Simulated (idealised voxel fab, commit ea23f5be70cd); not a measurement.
process module | voxel gate over fins
cross-section cut | 220 nm wide | cells 5 nm
A cross-section is a grid of square cells, given in bands from the top down. A band is one or more rows of cells.
Each band's line starts with the height of the band's top and of its bottom, in nm. Then come its materials from left to right, each with its width in nm. One material with "throughout" fills the band from edge to edge. "air" is empty space.
Height 0 is the level under which the wafer as received is all one material. The lowest band goes on downwards, as in "0 down".
A width such as "30 to 40" changes by the same amount from each row of cells to the next, from the band's top row to its bottom row.
"no change" after a step means that no cell of the cross-section changed.
closed voids: empty space of 8 cells or more with no open way to the top, each as width x height at its distance from the left edge, in nm
after a step's settings: what the simulator itself notes on the step
overlay nm, on a step with a mask: how far to the right of its planned place the mask lay; to the left if negative
plan
1 op RECEIVE | material Si
2 op CONFORMAL_DEP | material SiN | thk nm 10
3 op PATTERN | tone cover | mask id FINS | material resist | width nm 15 | pitch nm 55 | thk nm 15 | overlay nm 0
4 op DIRECTIONAL_ETCH | etch materials SiN | depth nm 10
5 op DIRECTIONAL_ETCH | etch materials Si | depth nm 30
6 op STRIP | etch materials resist
7 op FILL_DEP | material SiO2 | thk nm 5
8 op CMP | height nm 10
9 op PATTERN | tone open | mask id RAIL | material resist | width nm 15 | thk nm 20 | overlay nm 0
10 op DIRECTIONAL_ETCH | etch materials SiO2 | depth nm 35
11 op STRIP | etch materials resist
12 op CONFORMAL_DEP | material TiN | thk nm 5
13 op FILL_DEP | material W | thk nm 5
14 op CMP | height nm 10
15 op SELECTIVE_ETCH | etch materials W Ru TiN | depth nm 30
16 op FILL_DEP | material SiO2 | thk nm 5
17 op CMP | height nm 10
18 op SELECTIVE_ETCH | etch materials SiO2 | depth nm 20
19 op STRIP | etch materials SiN
20 op CONFORMAL_DEP | material HfO2 | thk nm 5
21 op CONFORMAL_DEP | material TiN | thk nm 5
22 op FILL_DEP | material W | thk nm 15
23 op CMP | height nm 20
24 op CONFORMAL_DEP | material SiCN | thk nm 10
first wafer, as planned
as received, after step 1
  0 down: Si throughout
  closed voids: none
after step 2
  10 to 0: SiN throughout
  below 0: unchanged
after step 3
  25 to 10: air 45 | resist 15 | air 40 | resist 15 | air 40 | resist 15 | air 50
  below 10: unchanged
after step 4
  25 to 10: air 45 | resist 15 | air 40 | resist 15 | air 40 | resist 15 | air 50
  10 to 0: air 45 | SiN 15 | air 40 | SiN 15 | air 40 | SiN 15 | air 50
  below 0: unchanged
after step 5
  25 to 10: air 45 | resist 15 | air 40 | resist 15 | air 40 | resist 15 | air 50
  10 to 0: air 45 | SiN 15 | air 40 | SiN 15 | air 40 | SiN 15 | air 50
  0 to -30: air 45 | Si 15 | air 40 | Si 15 | air 40 | Si 15 | air 50
  below -30: unchanged
after step 6
  10 to 0: air 45 | SiN 15 | air 40 | SiN 15 | air 40 | SiN 15 | air 50
  below 0: unchanged
after step 7
  15 to 10: SiO2 throughout
  10 to 0: SiO2 45 | SiN 15 | SiO2 40 | SiN 15 | SiO2 40 | SiN 15 | SiO2 50
  0 to -30: SiO2 45 | Si 15 | SiO2 40 | Si 15 | SiO2 40 | Si 15 | SiO2 50
  below -30: unchanged
after step 8
  10 to 0: SiO2 45 | SiN 15 | SiO2 40 | SiN 15 | SiO2 40 | SiN 15 | SiO2 50
  below 0: unchanged
after step 9
  30 to 10: resist 70 | air 15 | resist 135
  below 10: unchanged
after step 10
  30 to 10: resist 70 | air 15 | resist 135
  10 to 0: SiO2 45 | SiN 15 | SiO2 10 | air 15 | SiO2 15 | SiN 15 | SiO2 40 | SiN 15 | SiO2 50
  0 to -25: SiO2 45 | Si 15 | SiO2 10 | air 15 | SiO2 15 | Si 15 | SiO2 40 | Si 15 | SiO2 50
  below -25: unchanged
after step 11
  10 to 0: SiO2 45 | SiN 15 | SiO2 10 | air 15 | SiO2 15 | SiN 15 | SiO2 40 | SiN 15 | SiO2 50
  below 0: unchanged
after step 12
  15 to 10: TiN 75 | air 5 | TiN 140
  10 to 0: SiO2 45 | SiN 15 | SiO2 10 | TiN 5 | air 5 | TiN 5 | SiO2 15 | SiN 15 | SiO2 40 | SiN 15 | SiO2 50
  0 to -20: SiO2 45 | Si 15 | SiO2 10 | TiN 5 | air 5 | TiN 5 | SiO2 15 | Si 15 | SiO2 40 | Si 15 | SiO2 50
  -20 to -25: SiO2 45 | Si 15 | SiO2 10 | TiN 15 | SiO2 15 | Si 15 | SiO2 40 | Si 15 | SiO2 50
  below -25: unchanged
after step 13
  20 to 15: W throughout
  15 to 10: TiN 75 | W 5 | TiN 140
  10 to 0: SiO2 45 | SiN 15 | SiO2 10 | TiN 5 | W 5 | TiN 5 | SiO2 15 | SiN 15 | SiO2 40 | SiN 15 | SiO2 50
  0 to -20: SiO2 45 | Si 15 | SiO2 10 | TiN 5 | W 5 | TiN 5 | SiO2 15 | Si 15 | SiO2 40 | Si 15 | SiO2 50
  below -20: unchanged
after step 14
  10 to 0: SiO2 45 | SiN 15 | SiO2 10 | TiN 5 | W 5 | TiN 5 | SiO2 15 | SiN 15 | SiO2 40 | SiN 15 | SiO2 50
  below 0: unchanged
after step 15
  10 to 0: SiO2 45 | SiN 15 | SiO2 10 | air 15 | SiO2 15 | SiN 15 | SiO2 40 | SiN 15 | SiO2 50
  0 to -20: SiO2 45 | Si 15 | SiO2 10 | air 15 | SiO2 15 | Si 15 | SiO2 40 | Si 15 | SiO2 50
  below -20: unchanged
after step 16
  15 to 10: SiO2 throughout
  10 to 0: SiO2 45 | SiN 15 | SiO2 40 | SiN 15 | SiO2 40 | SiN 15 | SiO2 50
  0 to -20: SiO2 45 | Si 15 | SiO2 40 | Si 15 | SiO2 40 | Si 15 | SiO2 50
  below -20: unchanged
after step 17
  10 to 0: SiO2 45 | SiN 15 | SiO2 40 | SiN 15 | SiO2 40 | SiN 15 | SiO2 50
  below 0: unchanged
after step 18
  10 to 0: air 45 | SiN 15 | air 40 | SiN 15 | air 40 | SiN 15 | air 50
  0 to -10: air 45 | Si 15 | air 40 | Si 15 | air 40 | Si 15 | air 50
  below -10: unchanged
after step 19
  0 to -10: air 45 | Si 15 | air 40 | Si 15 | air 40 | Si 15 | air 50
  below -10: unchanged
after step 20
  5 to 0: air 40 | HfO2 25 | air 30 | HfO2 25 | air 30 | HfO2 25 | air 45
  0 to -5: air 40 | HfO2 5 | Si 15 | HfO2 5 | air 30 | HfO2 5 | Si 15 | HfO2 5 | air 30 | HfO2 5 | Si 15 | HfO2 5 | air 45
  -5 to -10: HfO2 45 | Si 15 | HfO2 40 | Si 15 | HfO2 40 | Si 15 | HfO2 50
  below -10: unchanged
after step 21
  10 to 5: air 35 | TiN 35 | air 20 | TiN 35 | air 20 | TiN 35 | air 40
  5 to 0: air 35 | TiN 5 | HfO2 25 | TiN 5 | air 20 | TiN 5 | HfO2 25 | TiN 5 | air 20 | TiN 5 | HfO2 25 | TiN 5 | air 40
  0 to -5: TiN 40 | HfO2 5 | Si 15 | HfO2 5 | TiN 30 | HfO2 5 | Si 15 | HfO2 5 | TiN 30 | HfO2 5 | Si 15 | HfO2 5 | TiN 45
  below -5: unchanged
after step 22
  25 to 10: W throughout
  10 to 5: W 35 | TiN 35 | W 20 | TiN 35 | W 20 | TiN 35 | W 40
  5 to 0: W 35 | TiN 5 | HfO2 25 | TiN 5 | W 20 | TiN 5 | HfO2 25 | TiN 5 | W 20 | TiN 5 | HfO2 25 | TiN 5 | W 40
  below 0: unchanged
after step 23
  20 to 10: W throughout
  below 10: unchanged
after step 24
  30 to 20: SiCN throughout
  below 20: unchanged
second wafer: like start, like plan, one mistake. Through step 14 it matches the first wafer
when step 15 should have ended
  10 to 0: SiO2 45 | SiN 15 | SiO2 10 | TiN 5 | air 5 | TiN 5 | SiO2 15 | SiN 15 | SiO2 40 | SiN 15 | SiO2 50
  0 to -20: SiO2 45 | Si 15 | SiO2 10 | TiN 5 | air 5 | TiN 5 | SiO2 15 | Si 15 | SiO2 40 | Si 15 | SiO2 50
  below -20: unchanged
when step 16 should have ended
  15 to 10: SiO2 throughout
  10 to 0: SiO2 45 | SiN 15 | SiO2 10 | TiN 5 | SiO2 5 | TiN 5 | SiO2 15 | SiN 15 | SiO2 40 | SiN 15 | SiO2 50
  0 to -20: SiO2 45 | Si 15 | SiO2 10 | TiN 5 | SiO2 5 | TiN 5 | SiO2 15 | Si 15 | SiO2 40 | Si 15 | SiO2 50
  below -20: unchanged
when step 17 should have ended
  10 to 0: SiO2 45 | SiN 15 | SiO2 10 | TiN 5 | SiO2 5 | TiN 5 | SiO2 15 | SiN 15 | SiO2 40 | SiN 15 | SiO2 50
  below 0: unchanged
when step 18 should have ended
  10 to 0: air 45 | SiN 15 | air 10 | TiN 5 | air 5 | TiN 5 | air 15 | SiN 15 | air 40 | SiN 15 | air 50
  0 to -10: air 45 | Si 15 | air 10 | TiN 5 | air 5 | TiN 5 | air 15 | Si 15 | air 40 | Si 15 | air 50
  below -10: unchanged
when step 19 should have ended
  10 to 0: air 70 | TiN 5 | air 5 | TiN 5 | air 135
  below 0: unchanged
when step 20 should have ended
  15 to 10: air 65 | HfO2 25 | air 130
  10 to 5: air 65 | HfO2 5 | TiN 5 | HfO2 5 | TiN 5 | HfO2 5 | air 130
  5 to 0: air 40 | HfO2 30 | TiN 5 | HfO2 5 | TiN 5 | HfO2 5 | air 5 | HfO2 25 | air 30 | HfO2 25 | air 45
  0 to -5: air 40 | HfO2 5 | Si 15 | HfO2 10 | TiN 5 | HfO2 5 | TiN 5 | HfO2 5 | air 5 | HfO2 5 | Si 15 | HfO2 5 | air 30 | HfO2 5 | Si 15 | HfO2 5 | air 45
  -5 to -10: HfO2 45 | Si 15 | HfO2 10 | TiN 5 | HfO2 5 | TiN 5 | HfO2 15 | Si 15 | HfO2 40 | Si 15 | HfO2 50
  below -10: unchanged
when step 21 should have ended
  20 to 15: air 60 | TiN 35 | air 125
  15 to 10: air 60 | TiN 5 | HfO2 25 | TiN 5 | air 125
  10 to 5: air 35 | TiN 30 | HfO2 5 | TiN 5 | HfO2 5 | TiN 5 | HfO2 5 | TiN 35 | air 20 | TiN 35 | air 40
  5 to 0: air 35 | TiN 5 | HfO2 30 | TiN 5 | HfO2 5 | TiN 5 | HfO2 5 | TiN 5 | HfO2 25 | TiN 5 | air 20 | TiN 5 | HfO2 25 | TiN 5 | air 40
  0 to -5: TiN 40 | HfO2 5 | Si 15 | HfO2 10 | TiN 5 | HfO2 5 | TiN 5 | HfO2 5 | TiN 5 | HfO2 5 | Si 15 | HfO2 5 | TiN 30 | HfO2 5 | Si 15 | HfO2 5 | TiN 45
  below -5: unchanged
when step 22 should have ended
  35 to 20: W throughout
  20 to 15: W 60 | TiN 35 | W 125
  15 to 10: W 60 | TiN 5 | HfO2 25 | TiN 5 | W 125
  10 to 5: W 35 | TiN 30 | HfO2 5 | TiN 5 | HfO2 5 | TiN 5 | HfO2 5 | TiN 35 | W 20 | TiN 35 | W 40
  5 to 0: W 35 | TiN 5 | HfO2 30 | TiN 5 | HfO2 5 | TiN 5 | HfO2 5 | TiN 5 | HfO2 25 | TiN 5 | W 20 | TiN 5 | HfO2 25 | TiN 5 | W 40
  below 0: unchanged
when step 23 should have ended
  20 to 15: W 60 | TiN 35 | W 125
  below 15: unchanged
when step 24 should have ended
  30 to 20: SiCN throughout
  below 20: unchanged
what went wrong: step 15 ran as: op SELECTIVE_ETCH | etch materials W | depth nm 30
at the end the second wafer has, in cells: 12 more of HfO2 | 4 fewer of SiO2 | 14 more of TiN | 22 fewer of W
